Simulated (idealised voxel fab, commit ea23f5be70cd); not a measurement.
Presented below is a process module, voxel self aligned contacts.
Cross-section cut spans 285 nm and uses square cells 5 nm in size.
Reading order for cross-sections: top band down to bottom band. Underlying form: a grid of square cells. Band size: one or more rows of cells. Look at the band entry: it leads with the top's height and the bottom's height in nm. Then it lists the materials left to right, with a width in nm for each. The word "throughout" on a single material says that material fills the band edge to edge. The word "air" is empty space. Height is counted from the level 0, under which the received wafer is composed throughout of one material. The lowest of the bands is not closed at the bottom but continues downward, in the notation "0 down". Quick explanation for "30..40": the width changes in equal steps down the rows of cells, from the first number in the band's top row to the second number in its bottom row. For the purposes of this document, the phrase "nothing was modified" attached to a step denotes that no cell within the cross-section was modified by that step. Entry "Cavities, closed". Content: empty spaces with no open connection to the top, size 8 cells or greater. Each: width x height at distance. Distance: from left edge. Unit: nm. If you see something after the settings on a step's line, that's the simulator's own remark about that step. overlay nm: how far to the right of its planned place the mask lay on this masked step (negative: to the left).

## Listed below are the process steps as planned
| 1 | RECEIVE,material Si |
| 2 | OXIDIZE,depth nm 5 |
| 3 | DIRECTIONAL_DEP,material polySi,thk nm 30 |
| 4 | DIRECTIONAL_DEP,material SiN,thk nm 25 |
| 5 | PATTERN,tone cover,mask id GATE,material resist,width nm 35,pitch nm 75,thk nm 20,overlay nm 0 |
| 6 | DIRECTIONAL_ETCH,etch materials SiN,depth nm 25 |
| 7 | DIRECTIONAL_ETCH,etch materials polySi,depth nm 30 |
| 8 | STRIP,etch materials resist |
| 9 | CONFORMAL_DEP,material SiN,thk nm 10 |
| 10 | DIRECTIONAL_ETCH,etch materials SiN,depth nm 10 |
| 11 | FILL_DEP,material SiO2,thk nm 20 |
| 12 | CMP,height nm 65 |
| 13 | PATTERN,tone open,mask id CONTACT,material resist,width nm 50,pitch nm 75,thk nm 15,overlay nm 0 |
| 14 | DIRECTIONAL_ETCH,etch materials SiO2,depth nm 70 |
| 15 | STRIP,etch materials resist |
| 16 | CONFORMAL_DEP,material TiN,thk nm 5 |
| 17 | FILL_DEP,material W,thk nm 10 |
| 18 | CMP,height nm 65 |
| 19 | CONFORMAL_DEP,material SiN,thk nm 5 |

## Of two wafers, the first: run according to plan

## Incoming wafer, cross-sectional view, post step 1
    0 down = Si throughout
    Cavities, closed: none

## Wafer xsec, post step 2
    0 to -5 = SiO2 throughout
    Below -5, no change.

## Wafer xsec, post step 3
    30 to 0 = polySi throughout
    Below 0, no change.

## Wafer xsec, post step 4
    55 to 30 = SiN throughout
    Below 30, no change.

## Wafer xsec, post step 5
    75 to 55 = air 50 nm, resist 35 nm, air 40 nm, resist 35 nm, air 40 nm, resist 35 nm, air 50 nm
    Below 55, no change.

## Wafer xsec, post step 6
    75 to 55 = air 50 nm, resist 35 nm, air 40 nm, resist 35 nm, air 40 nm, resist 35 nm, air 50 nm
    55 to 30 = air 50 nm, SiN 35 nm, air 40 nm, SiN 35 nm, air 40 nm, SiN 35 nm, air 50 nm
    Below 30, no change.

## Wafer xsec, post step 7
    75 to 55 = air 50 nm, resist 35 nm, air 40 nm, resist 35 nm, air 40 nm, resist 35 nm, air 50 nm
    55 to 30 = air 50 nm, SiN 35 nm, air 40 nm, SiN 35 nm, air 40 nm, SiN 35 nm, air 50 nm
    30 to 0 = air 50 nm, polySi 35 nm, air 40 nm, polySi 35 nm, air 40 nm, polySi 35 nm, air 50 nm
    Below 0, no change.

## Wafer xsec, post step 8
    55 to 30 = air 50 nm, SiN 35 nm, air 40 nm, SiN 35 nm, air 40 nm, SiN 35 nm, air 50 nm
    Below 30, no change.

## Wafer xsec, post step 9
    65 to 30 = air 40 nm, SiN 55 nm, air 20 nm, SiN 55 nm, air 20 nm, SiN 55 nm, air 40 nm
    30 to 10 = air 40 nm, SiN 10 nm, polySi 35 nm, SiN 10 nm, air 20 nm, SiN 10 nm, polySi 35 nm, SiN 10 nm, air 20 nm, SiN 10 nm, polySi 35 nm, SiN 10 nm, air 40 nm
    10 to 0 = SiN 50 nm, polySi 35 nm, SiN 40 nm, polySi 35 nm, SiN 40 nm, polySi 35 nm, SiN 50 nm
    Below 0, no change.

## Wafer xsec, post step 10
    55 to 30 = air 40 nm, SiN 55 nm, air 20 nm, SiN 55 nm, air 20 nm, SiN 55 nm, air 40 nm
    30 to 0 = air 40 nm, SiN 10 nm, polySi 35 nm, SiN 10 nm, air 20 nm, SiN 10 nm, polySi 35 nm, SiN 10 nm, air 20 nm, SiN 10 nm, polySi 35 nm, SiN 10 nm, air 40 nm
    Below 0, no change.

## Wafer xsec, post step 11
    75 to 55 = SiO2 throughout
    55 to 30 = SiO2 40 nm, SiN 55 nm, SiO2 20 nm, SiN 55 nm, SiO2 20 nm, SiN 55 nm, SiO2 40 nm
    30 to 0 = SiO2 40 nm, SiN 10 nm, polySi 35 nm, SiN 10 nm, SiO2 20 nm, SiN 10 nm, polySi 35 nm, SiN 10 nm, SiO2 20 nm, SiN 10 nm, polySi 35 nm, SiN 10 nm, SiO2 40 nm
    Below 0, no change.

## Wafer xsec, post step 12
    65 to 55 = SiO2 throughout
    Below 55, no change.

## Wafer xsec, post step 13
    80 to 65 = resist 80 nm, air 50 nm, resist 25 nm, air 50 nm, resist 80 nm
    Below 65, no change.

## Wafer xsec, post step 14
    80 to 65 = resist 80 nm, air 50 nm, resist 25 nm, air 50 nm, resist 80 nm
    65 to 55 = SiO2 80 nm, air 50 nm, SiO2 25 nm, air 50 nm, SiO2 80 nm
    55 to 30 = SiO2 40 nm, SiN 55 nm, air 20 nm, SiN 55 nm, air 20 nm, SiN 55 nm, SiO2 40 nm
    30 to 0 = SiO2 40 nm, SiN 10 nm, polySi 35 nm, SiN 10 nm, air 20 nm, SiN 10 nm, polySi 35 nm, SiN 10 nm, air 20 nm, SiN 10 nm, polySi 35 nm, SiN 10 nm, SiO2 40 nm
    0 to -5 = SiO2 95 nm, air 20 nm, SiO2 55 nm, air 20 nm, SiO2 95 nm
    Below -5, no change.

## Wafer xsec, post step 15
    65 to 55 = SiO2 80 nm, air 50 nm, SiO2 25 nm, air 50 nm, SiO2 80 nm
    Below 55, no change.

## Wafer xsec, post step 16
    70 to 65 = TiN 85 nm, air 40 nm, TiN 35 nm, air 40 nm, TiN 85 nm
    65 to 55 = SiO2 80 nm, TiN 5..20 nm, air 40..10 nm, TiN 5..20 nm, SiO2 25 nm, TiN 5..20 nm, air 40..10 nm, TiN 5..20 nm, SiO2 80 nm
    55 to 30 = SiO2 40 nm, SiN 55 nm, TiN 5 nm, air 10 nm, TiN 5 nm, SiN 55 nm, TiN 5 nm, air 10 nm, TiN 5 nm, SiN 55 nm, SiO2 40 nm
    30 to 0 = SiO2 40 nm, SiN 10 nm, polySi 35 nm, SiN 10 nm, TiN 5 nm, air 10 nm, TiN 5 nm, SiN 10 nm, polySi 35 nm, SiN 10 nm, TiN 5 nm, air 10 nm, TiN 5 nm, SiN 10 nm, polySi 35 nm, SiN 10 nm, SiO2 40 nm
    0 to -5 = SiO2 95 nm, TiN 20 nm, SiO2 55 nm, TiN 20 nm, SiO2 95 nm
    Below -5, no change.

## Wafer xsec, post step 17
    80 to 70 = W throughout
    70 to 65 = TiN 85 nm, W 40 nm, TiN 35 nm, W 40 nm, TiN 85 nm
    65 to 55 = SiO2 80 nm, TiN 5..20 nm, W 40..10 nm, TiN 5..20 nm, SiO2 25 nm, TiN 5..20 nm, W 40..10 nm, TiN 5..20 nm, SiO2 80 nm
    55 to 30 = SiO2 40 nm, SiN 55 nm, TiN 5 nm, W 10 nm, TiN 5 nm, SiN 55 nm, TiN 5 nm, W 10 nm, TiN 5 nm, SiN 55 nm, SiO2 40 nm
    30 to 0 = SiO2 40 nm, SiN 10 nm, polySi 35 nm, SiN 10 nm, TiN 5 nm, W 10 nm, TiN 5 nm, SiN 10 nm, polySi 35 nm, SiN 10 nm, TiN 5 nm, W 10 nm, TiN 5 nm, SiN 10 nm, polySi 35 nm, SiN 10 nm, SiO2 40 nm
    Below 0, no change.

## Wafer xsec, post step 18
    65 to 55 = SiO2 80 nm, TiN 5..20 nm, W 40..10 nm, TiN 5..20 nm, SiO2 25 nm, TiN 5..20 nm, W 40..10 nm, TiN 5..20 nm, SiO2 80 nm
    Below 55, no change.

## Wafer xsec, post step 19
    70 to 65 = SiN throughout
    Below 65, no change.

## Wafer two. Identical start, identical plan. One mistake in execution. Identical history through step 4

## Planned end of step 5: second wafer, cross-section
    75 to 55 = resist 50 nm, air 35 nm, resist 40 nm, air 35 nm, resist 40 nm, air 35 nm, resist 50 nm
    Below 55, no change.

## Planned end of step 6: second wafer, cross-section
    75 to 55 = resist 50 nm, air 35 nm, resist 40 nm, air 35 nm, resist 40 nm, air 35 nm, resist 50 nm
    55 to 30 = SiN 50 nm, air 35 nm, SiN 40 nm, air 35 nm, SiN 40 nm, air 35 nm, SiN 50 nm
    Below 30, no change.

## Planned end of step 7: second wafer, cross-section
    75 to 55 = resist 50 nm, air 35 nm, resist 40 nm, air 35 nm, resist 40 nm, air 35 nm, resist 50 nm
    55 to 30 = SiN 50 nm, air 35 nm, SiN 40 nm, air 35 nm, SiN 40 nm, air 35 nm, SiN 50 nm
    30 to 0 = polySi 50 nm, air 35 nm, polySi 40 nm, air 35 nm, polySi 40 nm, air 35 nm, polySi 50 nm
    Below 0, no change.

## Planned end of step 8: second wafer, cross-section
    55 to 30 = SiN 50 nm, air 35 nm, SiN 40 nm, air 35 nm, SiN 40 nm, air 35 nm, SiN 50 nm
    Below 30, no change.

## Planned end of step 9: second wafer, cross-section
    65 to 30 = SiN 60 nm, air 15 nm, SiN 60 nm, air 15 nm, SiN 60 nm, air 15 nm, SiN 60 nm
    30 to 10 = polySi 50 nm, SiN 10 nm, air 15 nm, SiN 10 nm, polySi 40 nm, SiN 10 nm, air 15 nm, SiN 10 nm, polySi 40 nm, SiN 10 nm, air 15 nm, SiN 10 nm, polySi 50 nm
    10 to 0 = polySi 50 nm, SiN 35 nm, polySi 40 nm, SiN 35 nm, polySi 40 nm, SiN 35 nm, polySi 50 nm
    Below 0, no change.

## Planned end of step 10: second wafer, cross-section
    55 to 30 = SiN 60 nm, air 15 nm, SiN 60 nm, air 15 nm, SiN 60 nm, air 15 nm, SiN 60 nm
    30 to 0 = polySi 50 nm, SiN 10 nm, air 15 nm, SiN 10 nm, polySi 40 nm, SiN 10 nm, air 15 nm, SiN 10 nm, polySi 40 nm, SiN 10 nm, air 15 nm, SiN 10 nm, polySi 50 nm
    Below 0, no change.

## Planned end of step 11: second wafer, cross-section
    75 to 55 = SiO2 throughout
    55 to 30 = SiN 60 nm, SiO2 15 nm, SiN 60 nm, SiO2 15 nm, SiN 60 nm, SiO2 15 nm, SiN 60 nm
    30 to 0 = polySi 50 nm, SiN 10 nm, SiO2 15 nm, SiN 10 nm, polySi 40 nm, SiN 10 nm, SiO2 15 nm, SiN 10 nm, polySi 40 nm, SiN 10 nm, SiO2 15 nm, SiN 10 nm, polySi 50 nm
    Below 0, no change.

## Planned end of step 12: second wafer, cross-section
    65 to 55 = SiO2 throughout
    Below 55, no change.

## Planned end of step 13: second wafer, cross-section
    80 to 65 = resist 80 nm, air 50 nm, resist 25 nm, air 50 nm, resist 80 nm
    Below 65, no change.

## Planned end of step 14: second wafer, cross-section
    80 to 65 = resist 80 nm, air 50 nm, resist 25 nm, air 50 nm, resist 80 nm
    65 to 55 = SiO2 80 nm, air 50 nm, SiO2 25 nm, air 50 nm, SiO2 80 nm
    Below 55, no change.

## Planned end of step 15: second wafer, cross-section
    65 to 55 = SiO2 80 nm, air 50 nm, SiO2 25 nm, air 50 nm, SiO2 80 nm
    Below 55, no change.

## Planned end of step 16: second wafer, cross-section
    70 to 65 = TiN 85 nm, air 40 nm, TiN 35 nm, air 40 nm, TiN 85 nm
    65 to 60 = SiO2 80 nm, TiN 5 nm, air 40 nm, TiN 5 nm, SiO2 25 nm, TiN 5 nm, air 40 nm, TiN 5 nm, SiO2 80 nm
    60 to 55 = SiO2 80 nm, TiN 50 nm, SiO2 25 nm, TiN 50 nm, SiO2 80 nm
    Below 55, no change.

## Planned end of step 17: second wafer, cross-section
    80 to 70 = W throughout
    70 to 65 = TiN 85 nm, W 40 nm, TiN 35 nm, W 40 nm, TiN 85 nm
    65 to 60 = SiO2 80 nm, TiN 5 nm, W 40 nm, TiN 5 nm, SiO2 25 nm, TiN 5 nm, W 40 nm, TiN 5 nm, SiO2 80 nm
    Below 60, no change.

## Planned end of step 18: second wafer, cross-section
    65 to 60 = SiO2 80 nm, TiN 5 nm, W 40 nm, TiN 5 nm, SiO2 25 nm, TiN 5 nm, W 40 nm, TiN 5 nm, SiO2 80 nm
    Below 60, no change.

## Planned end of step 19: second wafer, cross-section
    70 to 65 = SiN throughout
    Below 65, no change.
Where did the run depart from the plan? step 5 ran with different settings than intended, the actual operation and settings being PATTERN,tone open,mask id GATE,material resist,width nm 35,pitch nm 75,thk nm 20,overlay nm 0
Heads up, by the end the second wafer has more or fewer cells of some materials compared to the first: 75 more of SiN; 69 fewer of SiO2; 48 fewer of TiN; 48 fewer of W; 90 more of polySi
